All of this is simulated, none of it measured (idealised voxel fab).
process module | voxel wiring stack
cross-section cut | 215 nm wide | cells 5 nm
A cross-section is a grid of square cells, given in bands from the top down. A band is one or more rows of cells.
Each band's line starts with the height of the band's top and of its bottom, in nm. Then come its materials from left to right, each with its width in nm. One material with "throughout" fills the band from edge to edge. "air" is empty space.
Height 0 is the level under which the wafer as received is all one material. The lowest band goes on downwards, as in "0 down".
A width such as "30 to 40" changes by the same amount from each row of cells to the next, from the band's top row to its bottom row.
"no change" after a step means that no cell of the cross-section changed.
closed voids: empty space of 8 cells or more with no open way to the top, each as width x height at its distance from the left edge, in nm
after a step's settings: what the simulator itself notes on the step
overlay nm, on a step with a mask: how far to the right of its planned place the mask lay; to the left if negative
plan
1 op RECEIVE | material Si
2 op CONFORMAL_DEP | material SiO2 | thk nm 10
3 op CONFORMAL_DEP | material SiN | thk nm 5
4 op DIRECTIONAL_DEP | material SiO2 | thk nm 20
5 op PATTERN | tone open | mask id METAL_1 | material resist | width nm 30 | pitch nm 50 | thk nm 15 | overlay nm 0
6 op DIRECTIONAL_ETCH | etch materials SiO2 | depth nm 20
7 op DIRECTIONAL_ETCH | etch materials SiN | depth nm 5
8 op STRIP | etch materials resist
9 op CONFORMAL_DEP | material TiN | thk nm 5
10 op FILL_DEP | material W | thk nm 5
11 op CMP | height nm 35
12 op CONFORMAL_DEP | material SiCN | thk nm 5
13 op DIRECTIONAL_DEP | material SiO2 | thk nm 10
14 op DIRECTIONAL_DEP | material aC | thk nm 15
15 op PATTERN | tone open | mask id PLUG_1 | material resist | width nm 15 | pitch nm 100 | thk nm 35 | overlay nm 0
16 op DIRECTIONAL_ETCH | etch materials aC | depth nm 15
17 op STRIP | etch materials resist
18 op DIRECTIONAL_ETCH | etch materials SiO2 | depth nm 10
19 op DIRECTIONAL_ETCH | etch materials SiCN | depth nm 5
20 op STRIP | etch materials aC
21 op EPI | material Ru | thk nm 10
22 op EPI | material Ru | thk nm 5
23 op DIRECTIONAL_DEP | material TiN | thk nm 5
24 op DIRECTIONAL_DEP | material Ru | thk nm 25
25 op PATTERN | tone cover | mask id METAL_2 | material resist | width nm 30 | pitch nm 50 | thk nm 15 | overlay nm 0
26 op DIRECTIONAL_ETCH | etch materials Ru | depth nm 25
27 op DIRECTIONAL_ETCH | etch materials TiN | depth nm 5
28 op STRIP | etch materials resist
29 op CONFORMAL_DEP | material SiN | thk nm 5
30 op FILL_DEP | material SiO2 | thk nm 5
31 op CMP | height nm 80
32 op CONFORMAL_DEP | material SiCN | thk nm 5
33 op DIRECTIONAL_DEP | material lowk | thk nm 25
34 op DIRECTIONAL_DEP | material aC | thk nm 10
35 op PATTERN | tone open | mask id METAL_3_HOLES | material resist | width nm 15 | pitch nm 50 | thk nm 30 | overlay nm 0
36 op DIRECTIONAL_ETCH | etch materials aC | depth nm 10
37 op STRIP | etch materials resist
38 op DIRECTIONAL_ETCH | etch materials lowk | depth nm 25
39 op STRIP | etch materials aC
40 op DIRECTIONAL_DEP | material aC | thk nm 15
41 op PATTERN | tone open | mask id METAL_3 | material resist | width nm 30 | pitch nm 50 | thk nm 35 | overlay nm 0
42 op DIRECTIONAL_ETCH | etch materials aC | depth nm 15
43 op STRIP | etch materials resist
44 op DIRECTIONAL_ETCH | etch materials lowk | depth nm 15
45 op DIRECTIONAL_ETCH | etch materials SiCN | depth nm 5
46 op STRIP | etch materials aC
47 op CONFORMAL_DEP | material TiN | thk nm 5
48 op FILL_DEP | material Cu | thk nm 10
49 op CMP | height nm 110
50 op CONFORMAL_DEP | material SiCN | thk nm 5
51 op DIRECTIONAL_DEP | material lowk | thk nm 15
52 op PATTERN | tone open | mask id PLUG_3 | material resist | width nm 15 | pitch nm 50 | thk nm 20 | overlay nm 0
53 op DIRECTIONAL_ETCH | etch materials lowk | depth nm 15
54 op DIRECTIONAL_ETCH | etch materials SiCN | depth nm 5
55 op STRIP | etch materials resist
56 op CONFORMAL_DEP | material TiN | thk nm 5
57 op FILL_DEP | material Ru | thk nm 5
58 op CMP | height nm 130
59 op CONFORMAL_DEP | material SiCN | thk nm 5
60 op DIRECTIONAL_DEP | material SiO2 | thk nm 25
61 op MASKED_ETCH | tone open | mask id METAL_4 | width nm 30 | pitch nm 50 | etch materials SiO2 | depth nm 25 | overlay nm 0
62 op MASKED_ETCH | tone open | mask id METAL_4 | width nm 30 | pitch nm 50 | etch materials SiCN | depth nm 5 | overlay nm 0
63 op CONFORMAL_DEP | material TiN | thk nm 5
64 op FILL_DEP | material Cu | thk nm 10
65 op CMP | height nm 160
66 op EPI | material Ru | thk nm 5
67 op FILL_DEP | material SiCN | thk nm 5
first wafer, as planned
as received, after step 1
  0 down: Si throughout
  closed voids: none
after step 2
  10 to 0: SiO2 throughout
  below 0: unchanged
after step 3
  15 to 10: SiN throughout
  below 10: unchanged
after step 4
  35 to 15: SiO2 throughout
  below 15: unchanged
after step 5
  50 to 35: resist 40 | air 30 | resist 20 | air 30 | resist 20 | air 30 | resist 45
  below 35: unchanged
after step 6
  50 to 35: resist 40 | air 30 | resist 20 | air 30 | resist 20 | air 30 | resist 45
  35 to 15: SiO2 40 | air 30 | SiO2 20 | air 30 | SiO2 20 | air 30 | SiO2 45
  below 15: unchanged
after step 7
  50 to 35: resist 40 | air 30 | resist 20 | air 30 | resist 20 | air 30 | resist 45
  35 to 15: SiO2 40 | air 30 | SiO2 20 | air 30 | SiO2 20 | air 30 | SiO2 45
  15 to 10: SiN 40 | air 30 | SiN 20 | air 30 | SiN 20 | air 30 | SiN 45
  below 10: unchanged
after step 8
  35 to 15: SiO2 40 | air 30 | SiO2 20 | air 30 | SiO2 20 | air 30 | SiO2 45
  below 15: unchanged
after step 9
  40 to 35: TiN 45 | air 20 | TiN 30 | air 20 | TiN 30 | air 20 | TiN 50
  35 to 15: SiO2 40 | TiN 5 | air 20 | TiN 5 | SiO2 20 | TiN 5 | air 20 | TiN 5 | SiO2 20 | TiN 5 | air 20 | TiN 5 | SiO2 45
  15 to 10: SiN 40 | TiN 30 | SiN 20 | TiN 30 | SiN 20 | TiN 30 | SiN 45
  below 10: unchanged
after step 10
  45 to 40: W throughout
  40 to 35: TiN 45 | W 20 | TiN 30 | W 20 | TiN 30 | W 20 | TiN 50
  35 to 15: SiO2 40 | TiN 5 | W 20 | TiN 5 | SiO2 20 | TiN 5 | W 20 | TiN 5 | SiO2 20 | TiN 5 | W 20 | TiN 5 | SiO2 45
  below 15: unchanged
after step 11
  35 to 15: SiO2 40 | TiN 5 | W 20 | TiN 5 | SiO2 20 | TiN 5 | W 20 | TiN 5 | SiO2 20 | TiN 5 | W 20 | TiN 5 | SiO2 45
  below 15: unchanged
after step 12
  40 to 35: SiCN throughout
  below 35: unchanged
after step 13
  50 to 40: SiO2 throughout
  below 40: unchanged
after step 14
  65 to 50: aC throughout
  below 50: unchanged
after step 15
  100 to 65: resist 40 | air 15 | resist 85 | air 15 | resist 60
  below 65: unchanged
after step 16
  85 to 65: resist 40 | air 15 | resist 85 | air 15 | resist 60
  65 to 50: aC 40 | air 15 | aC 85 | air 15 | aC 60
  below 50: unchanged
after step 17
  65 to 50: aC 40 | air 15 | aC 85 | air 15 | aC 60
  below 50: unchanged
after step 18
  65 to 50: aC 40 | air 15 | aC 85 | air 15 | aC 60
  50 to 40: SiO2 40 | air 15 | SiO2 85 | air 15 | SiO2 60
  below 40: unchanged
after step 19
  65 to 50: aC 40 | air 15 | aC 85 | air 15 | aC 60
  50 to 40: SiO2 40 | air 15 | SiO2 85 | air 15 | SiO2 60
  40 to 35: SiCN 40 | air 15 | SiCN 85 | air 15 | SiCN 60
  below 35: unchanged
after step 20
  50 to 40: SiO2 40 | air 15 | SiO2 85 | air 15 | SiO2 60
  below 40: unchanged
after step 21
  50 to 45: SiO2 40 | air 15 | SiO2 85 | air 15 | SiO2 60
  45 to 40: SiO2 40 | Ru 15 | SiO2 85 | Ru 15 | SiO2 60
  40 to 35: SiCN 40 | Ru 15 | SiCN 85 | Ru 15 | SiCN 60
  below 35: unchanged
after step 22
  50 to 40: SiO2 40 | Ru 15 | SiO2 85 | Ru 15 | SiO2 60
  below 40: unchanged
after step 23
  55 to 50: TiN throughout
  below 50: unchanged
after step 24
  80 to 55: Ru throughout
  below 55: unchanged
after step 25
  95 to 80: air 40 | resist 30 | air 20 | resist 30 | air 20 | resist 30 | air 45
  below 80: unchanged
after step 26
  95 to 80: air 40 | resist 30 | air 20 | resist 30 | air 20 | resist 30 | air 45
  80 to 55: air 40 | Ru 30 | air 20 | Ru 30 | air 20 | Ru 30 | air 45
  below 55: unchanged
after step 27
  95 to 80: air 40 | resist 30 | air 20 | resist 30 | air 20 | resist 30 | air 45
  80 to 55: air 40 | Ru 30 | air 20 | Ru 30 | air 20 | Ru 30 | air 45
  55 to 50: air 40 | TiN 30 | air 20 | TiN 30 | air 20 | TiN 30 | air 45
  below 50: unchanged
after step 28
  80 to 55: air 40 | Ru 30 | air 20 | Ru 30 | air 20 | Ru 30 | air 45
  below 55: unchanged
after step 29
  85 to 80: air 35 | SiN 40 | air 10 | SiN 40 | air 10 | SiN 40 | air 40
  80 to 55: air 35 | SiN 5 | Ru 30 | SiN 5 | air 10 | SiN 5 | Ru 30 | SiN 5 | air 10 | SiN 5 | Ru 30 | SiN 5 | air 40
  55 to 50: SiN 40 | TiN 30 | SiN 20 | TiN 30 | SiN 20 | TiN 30 | SiN 45
  below 50: unchanged
after step 30
  90 to 85: SiO2 throughout
  85 to 80: SiO2 35 | SiN 40 | SiO2 10 | SiN 40 | SiO2 10 | SiN 40 | SiO2 40
  80 to 55: SiO2 35 | SiN 5 | Ru 30 | SiN 5 | SiO2 10 | SiN 5 | Ru 30 | SiN 5 | SiO2 10 | SiN 5 | Ru 30 | SiN 5 | SiO2 40
  below 55: unchanged
after step 31
  80 to 55: SiO2 35 | SiN 5 | Ru 30 | SiN 5 | SiO2 10 | SiN 5 | Ru 30 | SiN 5 | SiO2 10 | SiN 5 | Ru 30 | SiN 5 | SiO2 40
  below 55: unchanged
after step 32
  85 to 80: SiCN throughout
  below 80: unchanged
after step 33
  110 to 85: lowk throughout
  below 85: unchanged
after step 34
  120 to 110: aC throughout
  below 110: unchanged
after step 35
  150 to 120: resist 40 | air 15 | resist 35 | air 15 | resist 35 | air 15 | resist 60
  below 120: unchanged
after step 36
  140 to 120: resist 40 | air 15 | resist 35 | air 15 | resist 35 | air 15 | resist 60
  120 to 110: aC 40 | air 15 | aC 35 | air 15 | aC 35 | air 15 | aC 60
  below 110: unchanged
after step 37
  120 to 110: aC 40 | air 15 | aC 35 | air 15 | aC 35 | air 15 | aC 60
  below 110: unchanged
after step 38
  120 to 110: aC 40 | air 15 | aC 35 | air 15 | aC 35 | air 15 | aC 60
  110 to 85: lowk 40 | air 15 | lowk 35 | air 15 | lowk 35 | air 15 | lowk 60
  below 85: unchanged
after step 39
  110 to 85: lowk 40 | air 15 | lowk 35 | air 15 | lowk 35 | air 15 | lowk 60
  below 85: unchanged
after step 40
  125 to 110: aC 40 | air 15 | aC 35 | air 15 | aC 35 | air 15 | aC 60
  110 to 100: lowk 40 | air 15 | lowk 35 | air 15 | lowk 35 | air 15 | lowk 60
  100 to 85: lowk 40 | aC 15 | lowk 35 | aC 15 | lowk 35 | aC 15 | lowk 60
  below 85: unchanged
after step 41
  160 to 125: resist 40 | air 30 | resist 20 | air 30 | resist 20 | air 30 | resist 45
  below 125: unchanged
after step 42
  145 to 125: resist 40 | air 30 | resist 20 | air 30 | resist 20 | air 30 | resist 45
  125 to 110: aC 40 | air 30 | aC 20 | air 30 | aC 20 | air 30 | aC 45
  110 to 85: lowk 40 | air 15 | lowk 35 | air 15 | lowk 35 | air 15 | lowk 60
  below 85: unchanged
after step 43
  125 to 110: aC 40 | air 30 | aC 20 | air 30 | aC 20 | air 30 | aC 45
  below 110: unchanged
after step 44
  125 to 110: aC 40 | air 30 | aC 20 | air 30 | aC 20 | air 30 | aC 45
  110 to 95: lowk 40 | air 30 | lowk 20 | air 30 | lowk 20 | air 30 | lowk 45
  below 95: unchanged
after step 45
  125 to 110: aC 40 | air 30 | aC 20 | air 30 | aC 20 | air 30 | aC 45
  110 to 95: lowk 40 | air 30 | lowk 20 | air 30 | lowk 20 | air 30 | lowk 45
  95 to 85: lowk 40 | air 15 | lowk 35 | air 15 | lowk 35 | air 15 | lowk 60
  85 to 80: SiCN 40 | air 15 | SiCN 35 | air 15 | SiCN 35 | air 15 | SiCN 60
  below 80: unchanged
after step 46
  110 to 95: lowk 40 | air 30 | lowk 20 | air 30 | lowk 20 | air 30 | lowk 45
  below 95: unchanged
after step 47
  115 to 110: TiN 45 | air 20 | TiN 30 | air 20 | TiN 30 | air 20 | TiN 50
  110 to 100: lowk 40 | TiN 5 | air 20 | TiN 5 | lowk 20 | TiN 5 | air 20 | TiN 5 | lowk 20 | TiN 5 | air 20 | TiN 5 | lowk 45
  100 to 95: lowk 40 | TiN 5 | air 5 | TiN 20 | lowk 20 | TiN 5 | air 5 | TiN 20 | lowk 20 | TiN 5 | air 5 | TiN 20 | lowk 45
  95 to 85: lowk 40 | TiN 5 | air 5 | TiN 5 | lowk 35 | TiN 5 | air 5 | TiN 5 | lowk 35 | TiN 5 | air 5 | TiN 5 | lowk 60
  85 to 80: SiCN 40 | TiN 15 | SiCN 35 | TiN 15 | SiCN 35 | TiN 15 | SiCN 60
  below 80: unchanged
after step 48
  125 to 115: Cu throughout
  115 to 110: TiN 45 | Cu 20 | TiN 30 | Cu 20 | TiN 30 | Cu 20 | TiN 50
  110 to 100: lowk 40 | TiN 5 | Cu 20 | TiN 5 | lowk 20 | TiN 5 | Cu 20 | TiN 5 | lowk 20 | TiN 5 | Cu 20 | TiN 5 | lowk 45
  100 to 95: lowk 40 | TiN 5 | Cu 5 | TiN 20 | lowk 20 | TiN 5 | Cu 5 | TiN 20 | lowk 20 | TiN 5 | Cu 5 | TiN 20 | lowk 45
  95 to 85: lowk 40 | TiN 5 | Cu 5 | TiN 5 | lowk 35 | TiN 5 | Cu 5 | TiN 5 | lowk 35 | TiN 5 | Cu 5 | TiN 5 | lowk 60
  below 85: unchanged
after step 49
  110 to 100: lowk 40 | TiN 5 | Cu 20 | TiN 5 | lowk 20 | TiN 5 | Cu 20 | TiN 5 | lowk 20 | TiN 5 | Cu 20 | TiN 5 | lowk 45
  below 100: unchanged
after step 50
  115 to 110: SiCN throughout
  below 110: unchanged
after step 51
  130 to 115: lowk throughout
  below 115: unchanged
after step 52
  150 to 130: resist 40 | air 15 | resist 35 | air 15 | resist 35 | air 15 | resist 60
  below 130: unchanged
after step 53
  150 to 130: resist 40 | air 15 | resist 35 | air 15 | resist 35 | air 15 | resist 60
  130 to 115: lowk 40 | air 15 | lowk 35 | air 15 | lowk 35 | air 15 | lowk 60
  below 115: unchanged
after step 54
  150 to 130: resist 40 | air 15 | resist 35 | air 15 | resist 35 | air 15 | resist 60
  130 to 115: lowk 40 | air 15 | lowk 35 | air 15 | lowk 35 | air 15 | lowk 60
  115 to 110: SiCN 40 | air 15 | SiCN 35 | air 15 | SiCN 35 | air 15 | SiCN 60
  below 110: unchanged
after step 55
  130 to 115: lowk 40 | air 15 | lowk 35 | air 15 | lowk 35 | air 15 | lowk 60
  below 115: unchanged
after step 56
  135 to 130: TiN 45 | air 5 | TiN 45 | air 5 | TiN 45 | air 5 | TiN 65
  130 to 115: lowk 40 | TiN 5 | air 5 | TiN 5 | lowk 35 | TiN 5 | air 5 | TiN 5 | lowk 35 | TiN 5 | air 5 | TiN 5 | lowk 60
  115 to 110: SiCN 40 | TiN 15 | SiCN 35 | TiN 15 | SiCN 35 | TiN 15 | SiCN 60
  below 110: unchanged
after step 57
  140 to 135: Ru throughout
  135 to 130: TiN 45 | Ru 5 | TiN 45 | Ru 5 | TiN 45 | Ru 5 | TiN 65
  130 to 115: lowk 40 | TiN 5 | Ru 5 | TiN 5 | lowk 35 | TiN 5 | Ru 5 | TiN 5 | lowk 35 | TiN 5 | Ru 5 | TiN 5 | lowk 60
  below 115: unchanged
after step 58
  130 to 115: lowk 40 | TiN 5 | Ru 5 | TiN 5 | lowk 35 | TiN 5 | Ru 5 | TiN 5 | lowk 35 | TiN 5 | Ru 5 | TiN 5 | lowk 60
  below 115: unchanged
after step 59
  135 to 130: SiCN throughout
  below 130: unchanged
after step 60
  160 to 135: SiO2 throughout
  below 135: unchanged
after step 61
  160 to 135: SiO2 40 | air 30 | SiO2 20 | air 30 | SiO2 20 | air 30 | SiO2 45
  below 135: unchanged
after step 62
  160 to 135: SiO2 40 | air 30 | SiO2 20 | air 30 | SiO2 20 | air 30 | SiO2 45
  135 to 130: SiCN 40 | air 30 | SiCN 20 | air 30 | SiCN 20 | air 30 | SiCN 45
  below 130: unchanged
after step 63
  165 to 160: TiN 45 | air 20 | TiN 30 | air 20 | TiN 30 | air 20 | TiN 50
  160 to 135: SiO2 40 | TiN 5 | air 20 | TiN 5 | SiO2 20 | TiN 5 | air 20 | TiN 5 | SiO2 20 | TiN 5 | air 20 | TiN 5 | SiO2 45
  135 to 130: SiCN 40 | TiN 30 | SiCN 20 | TiN 30 | SiCN 20 | TiN 30 | SiCN 45
  below 130: unchanged
after step 64
  175 to 165: Cu throughout
  165 to 160: TiN 45 | Cu 20 | TiN 30 | Cu 20 | TiN 30 | Cu 20 | TiN 50
  160 to 135: SiO2 40 | TiN 5 | Cu 20 | TiN 5 | SiO2 20 | TiN 5 | Cu 20 | TiN 5 | SiO2 20 | TiN 5 | Cu 20 | TiN 5 | SiO2 45
  below 135: unchanged
after step 65
  160 to 135: SiO2 40 | TiN 5 | Cu 20 | TiN 5 | SiO2 20 | TiN 5 | Cu 20 | TiN 5 | SiO2 20 | TiN 5 | Cu 20 | TiN 5 | SiO2 45
  below 135: unchanged
after step 66
  165 to 160: air 35 | Ru 40 | air 10 | Ru 40 | air 10 | Ru 40 | air 40
  below 160: unchanged
after step 67
  170 to 165: SiCN throughout
  165 to 160: SiCN 35 | Ru 40 | SiCN 10 | Ru 40 | SiCN 10 | Ru 40 | SiCN 40
  below 160: unchanged
second wafer: like start, like plan, one mistake. Through step 28 it matches the first wafer
when step 29 should have ended
  85 to 80: air 35 | Cu 40 | air 10 | Cu 40 | air 10 | Cu 40 | air 40
  80 to 55: air 35 | Cu 5 | Ru 30 | Cu 5 | air 10 | Cu 5 | Ru 30 | Cu 5 | air 10 | Cu 5 | Ru 30 | Cu 5 | air 40
  55 to 50: Cu 40 | TiN 30 | Cu 20 | TiN 30 | Cu 20 | TiN 30 | Cu 45
  below 50: unchanged
when step 30 should have ended
  90 to 85: SiO2 throughout
  85 to 80: SiO2 35 | Cu 40 | SiO2 10 | Cu 40 | SiO2 10 | Cu 40 | SiO2 40
  80 to 55: SiO2 35 | Cu 5 | Ru 30 | Cu 5 | SiO2 10 | Cu 5 | Ru 30 | Cu 5 | SiO2 10 | Cu 5 | Ru 30 | Cu 5 | SiO2 40
  below 55: unchanged
when step 31 should have ended
  80 to 55: SiO2 35 | Cu 5 | Ru 30 | Cu 5 | SiO2 10 | Cu 5 | Ru 30 | Cu 5 | SiO2 10 | Cu 5 | Ru 30 | Cu 5 | SiO2 40
  below 55: unchanged
when step 32 should have ended
  85 to 80: SiCN throughout
  below 80: unchanged
when step 33 should have ended
  110 to 85: lowk throughout
  below 85: unchanged
when step 34 should have ended
  120 to 110: aC throughout
  below 110: unchanged
when step 35 should have ended
  150 to 120: resist 40 | air 15 | resist 35 | air 15 | resist 35 | air 15 | resist 60
  below 120: unchanged
when step 36 should have ended
  140 to 120: resist 40 | air 15 | resist 35 | air 15 | resist 35 | air 15 | resist 60
  120 to 110: aC 40 | air 15 | aC 35 | air 15 | aC 35 | air 15 | aC 60
  below 110: unchanged
when step 37 should have ended
  120 to 110: aC 40 | air 15 | aC 35 | air 15 | aC 35 | air 15 | aC 60
  below 110: unchanged
when step 38 should have ended
  120 to 110: aC 40 | air 15 | aC 35 | air 15 | aC 35 | air 15 | aC 60
  110 to 85: lowk 40 | air 15 | lowk 35 | air 15 | lowk 35 | air 15 | lowk 60
  below 85: unchanged
when step 39 should have ended
  110 to 85: lowk 40 | air 15 | lowk 35 | air 15 | lowk 35 | air 15 | lowk 60
  below 85: unchanged
when step 40 should have ended
  125 to 110: aC 40 | air 15 | aC 35 | air 15 | aC 35 | air 15 | aC 60
  110 to 100: lowk 40 | air 15 | lowk 35 | air 15 | lowk 35 | air 15 | lowk 60
  100 to 85: lowk 40 | aC 15 | lowk 35 | aC 15 | lowk 35 | aC 15 | lowk 60
  below 85: unchanged
when step 41 should have ended
  160 to 125: resist 40 | air 30 | resist 20 | air 30 | resist 20 | air 30 | resist 45
  below 125: unchanged
when step 42 should have ended
  145 to 125: resist 40 | air 30 | resist 20 | air 30 | resist 20 | air 30 | resist 45
  125 to 110: aC 40 | air 30 | aC 20 | air 30 | aC 20 | air 30 | aC 45
  110 to 85: lowk 40 | air 15 | lowk 35 | air 15 | lowk 35 | air 15 | lowk 60
  below 85: unchanged
when step 43 should have ended
  125 to 110: aC 40 | air 30 | aC 20 | air 30 | aC 20 | air 30 | aC 45
  below 110: unchanged
when step 44 should have ended
  125 to 110: aC 40 | air 30 | aC 20 | air 30 | aC 20 | air 30 | aC 45
  110 to 95: lowk 40 | air 30 | lowk 20 | air 30 | lowk 20 | air 30 | lowk 45
  below 95: unchanged
when step 45 should have ended
  125 to 110: aC 40 | air 30 | aC 20 | air 30 | aC 20 | air 30 | aC 45
  110 to 95: lowk 40 | air 30 | lowk 20 | air 30 | lowk 20 | air 30 | lowk 45
  95 to 85: lowk 40 | air 15 | lowk 35 | air 15 | lowk 35 | air 15 | lowk 60
  85 to 80: SiCN 40 | air 15 | SiCN 35 | air 15 | SiCN 35 | air 15 | SiCN 60
  below 80: unchanged
when step 46 should have ended
  110 to 95: lowk 40 | air 30 | lowk 20 | air 30 | lowk 20 | air 30 | lowk 45
  below 95: unchanged
when step 47 should have ended
  115 to 110: TiN 45 | air 20 | TiN 30 | air 20 | TiN 30 | air 20 | TiN 50
  110 to 100: lowk 40 | TiN 5 | air 20 | TiN 5 | lowk 20 | TiN 5 | air 20 | TiN 5 | lowk 20 | TiN 5 | air 20 | TiN 5 | lowk 45
  100 to 95: lowk 40 | TiN 5 | air 5 | TiN 20 | lowk 20 | TiN 5 | air 5 | TiN 20 | lowk 20 | TiN 5 | air 5 | TiN 20 | lowk 45
  95 to 85: lowk 40 | TiN 5 | air 5 | TiN 5 | lowk 35 | TiN 5 | air 5 | TiN 5 | lowk 35 | TiN 5 | air 5 | TiN 5 | lowk 60
  85 to 80: SiCN 40 | TiN 15 | SiCN 35 | TiN 15 | SiCN 35 | TiN 15 | SiCN 60
  below 80: unchanged
when step 48 should have ended
  125 to 115: Cu throughout
  115 to 110: TiN 45 | Cu 20 | TiN 30 | Cu 20 | TiN 30 | Cu 20 | TiN 50
  110 to 100: lowk 40 | TiN 5 | Cu 20 | TiN 5 | lowk 20 | TiN 5 | Cu 20 | TiN 5 | lowk 20 | TiN 5 | Cu 20 | TiN 5 | lowk 45
  100 to 95: lowk 40 | TiN 5 | Cu 5 | TiN 20 | lowk 20 | TiN 5 | Cu 5 | TiN 20 | lowk 20 | TiN 5 | Cu 5 | TiN 20 | lowk 45
  95 to 85: lowk 40 | TiN 5 | Cu 5 | TiN 5 | lowk 35 | TiN 5 | Cu 5 | TiN 5 | lowk 35 | TiN 5 | Cu 5 | TiN 5 | lowk 60
  below 85: unchanged
when step 49 should have ended
  110 to 100: lowk 40 | TiN 5 | Cu 20 | TiN 5 | lowk 20 | TiN 5 | Cu 20 | TiN 5 | lowk 20 | TiN 5 | Cu 20 | TiN 5 | lowk 45
  below 100: unchanged
when step 50 should have ended
  115 to 110: SiCN throughout
  below 110: unchanged
when step 51 should have ended
  130 to 115: lowk throughout
  below 115: unchanged
when step 52 should have ended
  150 to 130: resist 40 | air 15 | resist 35 | air 15 | resist 35 | air 15 | resist 60
  below 130: unchanged
when step 53 should have ended
  150 to 130: resist 40 | air 15 | resist 35 | air 15 | resist 35 | air 15 | resist 60
  130 to 115: lowk 40 | air 15 | lowk 35 | air 15 | lowk 35 | air 15 | lowk 60
  below 115: unchanged
when step 54 should have ended
  150 to 130: resist 40 | air 15 | resist 35 | air 15 | resist 35 | air 15 | resist 60
  130 to 115: lowk 40 | air 15 | lowk 35 | air 15 | lowk 35 | air 15 | lowk 60
  115 to 110: SiCN 40 | air 15 | SiCN 35 | air 15 | SiCN 35 | air 15 | SiCN 60
  below 110: unchanged
when step 55 should have ended
  130 to 115: lowk 40 | air 15 | lowk 35 | air 15 | lowk 35 | air 15 | lowk 60
  below 115: unchanged
when step 56 should have ended
  135 to 130: TiN 45 | air 5 | TiN 45 | air 5 | TiN 45 | air 5 | TiN 65
  130 to 115: lowk 40 | TiN 5 | air 5 | TiN 5 | lowk 35 | TiN 5 | air 5 | TiN 5 | lowk 35 | TiN 5 | air 5 | TiN 5 | lowk 60
  115 to 110: SiCN 40 | TiN 15 | SiCN 35 | TiN 15 | SiCN 35 | TiN 15 | SiCN 60
  below 110: unchanged
when step 57 should have ended
  140 to 135: Ru throughout
  135 to 130: TiN 45 | Ru 5 | TiN 45 | Ru 5 | TiN 45 | Ru 5 | TiN 65
  130 to 115: lowk 40 | TiN 5 | Ru 5 | TiN 5 | lowk 35 | TiN 5 | Ru 5 | TiN 5 | lowk 35 | TiN 5 | Ru 5 | TiN 5 | lowk 60
  below 115: unchanged
when step 58 should have ended
  130 to 115: lowk 40 | TiN 5 | Ru 5 | TiN 5 | lowk 35 | TiN 5 | Ru 5 | TiN 5 | lowk 35 | TiN 5 | Ru 5 | TiN 5 | lowk 60
  below 115: unchanged
when step 59 should have ended
  135 to 130: SiCN throughout
  below 130: unchanged
when step 60 should have ended
  160 to 135: SiO2 throughout
  below 135: unchanged
when step 61 should have ended
  160 to 135: SiO2 40 | air 30 | SiO2 20 | air 30 | SiO2 20 | air 30 | SiO2 45
  below 135: unchanged
when step 62 should have ended
  160 to 135: SiO2 40 | air 30 | SiO2 20 | air 30 | SiO2 20 | air 30 | SiO2 45
  135 to 130: SiCN 40 | air 30 | SiCN 20 | air 30 | SiCN 20 | air 30 | SiCN 45
  below 130: unchanged
when step 63 should have ended
  165 to 160: TiN 45 | air 20 | TiN 30 | air 20 | TiN 30 | air 20 | TiN 50
  160 to 135: SiO2 40 | TiN 5 | air 20 | TiN 5 | SiO2 20 | TiN 5 | air 20 | TiN 5 | SiO2 20 | TiN 5 | air 20 | TiN 5 | SiO2 45
  135 to 130: SiCN 40 | TiN 30 | SiCN 20 | TiN 30 | SiCN 20 | TiN 30 | SiCN 45
  below 130: unchanged
when step 64 should have ended
  175 to 165: Cu throughout
  165 to 160: TiN 45 | Cu 20 | TiN 30 | Cu 20 | TiN 30 | Cu 20 | TiN 50
  160 to 135: SiO2 40 | TiN 5 | Cu 20 | TiN 5 | SiO2 20 | TiN 5 | Cu 20 | TiN 5 | SiO2 20 | TiN 5 | Cu 20 | TiN 5 | SiO2 45
  below 135: unchanged
when step 65 should have ended
  160 to 135: SiO2 40 | TiN 5 | Cu 20 | TiN 5 | SiO2 20 | TiN 5 | Cu 20 | TiN 5 | SiO2 20 | TiN 5 | Cu 20 | TiN 5 | SiO2 45
  below 135: unchanged
when step 66 should have ended
  165 to 160: air 35 | Ru 40 | air 10 | Ru 40 | air 10 | Ru 40 | air 40
  below 160: unchanged
when step 67 should have ended
  170 to 165: SiCN throughout
  165 to 160: SiCN 35 | Ru 40 | SiCN 10 | Ru 40 | SiCN 10 | Ru 40 | SiCN 40
  below 160: unchanged
what went wrong: step 29 ran as: op CONFORMAL_DEP | material Cu | thk nm 5
at the end the second wafer has, in cells: 55 more of Cu | 55 fewer of SiN
